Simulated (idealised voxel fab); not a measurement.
process module | voxel local oxidation
cross-section cut | 275 nm wide | cells 5 nm
A cross-section is a grid of square cells, given in bands from the top down. A band is one or more rows of cells.
Each band's line starts with the height of the band's top and of its bottom, in nm. Then come its materials from left to right, each with its width in nm. One material with "throughout" fills the band from edge to edge. "air" is empty space.
Height 0 is the level under which the wafer as received is all one material. The lowest band goes on downwards, as in "0 down".
A width such as "30 to 40" changes by the same amount from each row of cells to the next, from the band's top row to its bottom row.
"no change" after a step means that no cell of the cross-section changed.
closed voids: empty space of 8 cells or more with no open way to the top, each as width x height at its distance from the left edge, in nm
after a step's settings: what the simulator itself notes on the step
overlay nm, on a step with a mask: how far to the right of its planned place the mask lay; to the left if negative
plan
1 op RECEIVE | material Si
2 op CONFORMAL_DEP | material SiO2 | thk nm 5
3 op CONFORMAL_DEP | material SiN | thk nm 15
4 op PATTERN | tone cover | mask id ACTIVE | material resist | width nm 95 | pitch nm 130 | thk nm 20 | overlay nm 0
5 op DIRECTIONAL_ETCH | etch materials SiN | depth nm 15
6 op STRIP | etch materials resist
7 op SELECTIVE_ETCH | etch materials SiO2 | depth nm 5
8 op OXIDIZE | depth nm 15
9 op STRIP | etch materials SiN
as received, after step 1
  0 down: Si throughout
  closed voids: none
first wafer at the end, as planned
  5 to 0: air 30 | SiO2 85 | air 45 | SiO2 85 | air 30
  0 to -15: SiO2 45 | Si 55 | SiO2 75 | Si 55 | SiO2 45
  -15 down: Si throughout
  closed voids: none
second wafer at the end: like start, like plan, one mistake
  15 to 0: SiO2 throughout
  0 down: Si throughout
  closed voids: none
what went wrong: step 3 ran as: op CONFORMAL_DEP | material SiO2 | thk nm 15
at the end the second wafer has, in cells: 99 more of Si | 32 more of SiO2
